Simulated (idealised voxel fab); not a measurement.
process module | voxel air gaps
cross-section cut | 205 nm wide | cells 5 nm
A cross-section is a grid of square cells, given in bands from the top down. A band is one or more rows of cells.
Each band's line starts with the height of the band's top and of its bottom, in nm. Then come its materials from left to right, each with its width in nm. One material with "throughout" fills the band from edge to edge. "air" is empty space.
Height 0 is the level under which the wafer as received is all one material. The lowest band goes on downwards, as in "0 down".
A width such as "30 to 40" changes by the same amount from each row of cells to the next, from the band's top row to its bottom row.
"no change" after a step means that no cell of the cross-section changed.
closed voids: empty space of 8 cells or more with no open way to the top, each as width x height at its distance from the left edge, in nm
after a step's settings: what the simulator itself notes on the step
overlay nm, on a step with a mask: how far to the right of its planned place the mask lay; to the left if negative
plan
1 op RECEIVE | material Si
2 op CONFORMAL_DEP | material SiO2 | thk nm 10
3 op CONFORMAL_DEP | material SiN | thk nm 5
4 op DIRECTIONAL_DEP | material lowk | thk nm 35
5 op PATTERN | tone open | mask id LINES | material resist | width nm 20 | pitch nm 50 | thk nm 20 | overlay nm -15
6 op DIRECTIONAL_ETCH | etch materials lowk | depth nm 35
7 op STRIP | etch materials resist
8 op CONFORMAL_DEP | material TiN | thk nm 5
9 op FILL_DEP | material Cu | thk nm 10
10 op CMP | height nm 50
11 op EPI | material Ru | thk nm 10
12 op SELECTIVE_ETCH | etch materials lowk | depth nm 45
13 op CONFORMAL_DEP | material SiCN | thk nm 5
varied across the wafers: overlay nm of step 5. The plan shows the first wafer's value. All wafers start alike
first wafer as received, after step 1
  0 down: Si throughout
  closed voids: none
first wafer at the end, after step 13
  65 to 60: air 10 | SiCN 150 | air 45
  60 to 50: air 10 | SiCN 5 | Ru 40 | SiCN 10 | Ru 40 | SiCN 10 | Ru 40 | SiCN 5 | air 45
  50 to 45: air 10 | SiCN 15 | TiN 5 | Cu 10 | TiN 5 | SiCN 30 | TiN 5 | Cu 10 | TiN 5 | SiCN 30 | TiN 5 | Cu 10 | TiN 5 | SiCN 15 | air 45
  45 to 20: air 20 | SiCN 5 | TiN 5 | Cu 10 | TiN 5 | SiCN 5 | air 20 | SiCN 5 | TiN 5 | Cu 10 | TiN 5 | SiCN 5 | air 20 | SiCN 5 | TiN 5 | Cu 10 | TiN 5 | SiCN 5 | air 55
  20 to 15: SiCN 25 | TiN 20 | SiCN 30 | TiN 20 | SiCN 30 | TiN 20 | SiCN 60
  15 to 10: SiN throughout
  10 to 0: SiO2 throughout
  0 down: Si throughout
  closed voids: 20 x 25 at 50; 20 x 25 at 100
last wafer at the end
  65 to 60: air 40 | SiCN 150 | air 15
  60 to 50: air 40 | SiCN 5 | Ru 40 | SiCN 10 | Ru 40 | SiCN 10 | Ru 40 | SiCN 5 | air 15
  50 to 45: air 40 | SiCN 15 | TiN 5 | Cu 10 | TiN 5 | SiCN 30 | TiN 5 | Cu 10 | TiN 5 | SiCN 30 | TiN 5 | Cu 10 | TiN 5 | SiCN 15 | air 15
  45 to 20: air 50 | SiCN 5 | TiN 5 | Cu 10 | TiN 5 | SiCN 5 | air 20 | SiCN 5 | TiN 5 | Cu 10 | TiN 5 | SiCN 5 | air 20 | SiCN 5 | TiN 5 | Cu 10 | TiN 5 | SiCN 5 | air 25
  20 to 15: SiCN 55 | TiN 20 | SiCN 30 | TiN 20 | SiCN 30 | TiN 20 | SiCN 30
  15 to 10: SiN throughout
  10 to 0: SiO2 throughout
  0 down: Si throughout
  closed voids: 20 x 25 at 80; 20 x 25 at 130
each wafer at the end: cells of each material gained (+) or lost (-) since it was received, then its closed voids
overlay nm -15 | +36 Cu | +48 Ru | +119 SiCN | +41 SiN | +82 SiO2 | +48 TiN | closed voids: 20 x 25 at 50; 20 x 25 at 100
overlay nm -10 | +36 Cu | +48 Ru | +119 SiCN | +41 SiN | +82 SiO2 | +48 TiN | closed voids: 20 x 25 at 55; 20 x 25 at 105
overlay nm -5 | +36 Cu | +48 Ru | +119 SiCN | +41 SiN | +82 SiO2 | +48 TiN | closed voids: 20 x 25 at 60; 20 x 25 at 110
overlay nm 0 | +36 Cu | +48 Ru | +119 SiCN | +41 SiN | +82 SiO2 | +48 TiN | closed voids: 20 x 25 at 65; 20 x 25 at 115
overlay nm 5 | +36 Cu | +48 Ru | +119 SiCN | +41 SiN | +82 SiO2 | +48 TiN | closed voids: 20 x 25 at 70; 20 x 25 at 120
overlay nm 10 | +36 Cu | +48 Ru | +119 SiCN | +41 SiN | +82 SiO2 | +48 TiN | closed voids: 20 x 25 at 75; 20 x 25 at 125
overlay nm 15 | +36 Cu | +48 Ru | +119 SiCN | +41 SiN | +82 SiO2 | +48 TiN | closed voids: 20 x 25 at 80; 20 x 25 at 130
